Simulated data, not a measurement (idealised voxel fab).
process module | voxel ribs on slabs
cross-section cut | 175 nm wide | cells 5 nm
A cross-section is a grid of square cells, given in bands from the top down. A band is one or more rows of cells.
Each band's line starts with the height of the band's top and of its bottom, in nm. Then come its materials from left to right, each with its width in nm. One material with "throughout" fills the band from edge to edge. "air" is empty space.
Height 0 is the level under which the wafer as received is all one material. The lowest band goes on downwards, as in "0 down".
A width such as "30 to 40" changes by the same amount from each row of cells to the next, from the band's top row to its bottom row.
"no change" after a step means that no cell of the cross-section changed.
closed voids: empty space of 8 cells or more with no open way to the top, each as width x height at its distance from the left edge, in nm
after a step's settings: what the simulator itself notes on the step
overlay nm, on a step with a mask: how far to the right of its planned place the mask lay; to the left if negative
plan
1 op RECEIVE | material Si
2 op DIRECTIONAL_DEP | material SiO2 | thk nm 30
3 op DIRECTIONAL_DEP | material polySi | thk nm 25
4 op MASKED_ETCH | tone cover | mask id RIB | width nm 25 | etch materials polySi | depth nm 15 | overlay nm 0
5 op MASKED_ETCH | tone cover | mask id SLAB | width nm 65 | etch materials polySi | depth nm 10 | overlay nm -15
6 op FILL_DEP | material SiO2 | thk nm 25
7 op CMP | height nm 70
8 op DIRECTIONAL_DEP | material W | thk nm 5
9 op MASKED_ETCH | tone cover | mask id HEATER | width nm 35 | etch materials W | depth nm 5 | overlay nm 0
10 op CONFORMAL_DEP | material SiN | thk nm 5
varied across the wafers: overlay nm of step 5. The plan shows the first wafer's value. All wafers start alike
first wafer as received, after step 1
  0 down: Si throughout
  closed voids: none
first wafer at the end, after step 10
  80 to 75: air 65 | SiN 45 | air 65
  75 to 70: SiN 70 | W 35 | SiN 70
  70 to 55: SiO2 throughout
  55 to 40: SiO2 75 | polySi 25 | SiO2 75
  40 to 30: SiO2 40 | polySi 65 | SiO2 70
  30 to 0: SiO2 throughout
  0 down: Si throughout
  closed voids: none
last wafer at the end
  80 to 75: air 65 | SiN 45 | air 65
  75 to 70: SiN 70 | W 35 | SiN 70
  70 to 55: SiO2 throughout
  55 to 40: SiO2 75 | polySi 25 | SiO2 75
  40 to 30: SiO2 70 | polySi 65 | SiO2 40
  30 to 0: SiO2 throughout
  0 down: Si throughout
  closed voids: none
each wafer at the end: cells of each material gained (+) or lost (-) since it was received, then its closed voids
overlay nm -15 | +37 SiN | +449 SiO2 | +7 W | +41 polySi | closed voids: none
overlay nm -10 | +37 SiN | +449 SiO2 | +7 W | +41 polySi | closed voids: none
overlay nm -5 | +37 SiN | +449 SiO2 | +7 W | +41 polySi | closed voids: none
overlay nm 0 | +37 SiN | +449 SiO2 | +7 W | +41 polySi | closed voids: none
overlay nm 5 | +37 SiN | +449 SiO2 | +7 W | +41 polySi | closed voids: none
overlay nm 10 | +37 SiN | +449 SiO2 | +7 W | +41 polySi | closed voids: none
overlay nm 15 | +37 SiN | +449 SiO2 | +7 W | +41 polySi | closed voids: none
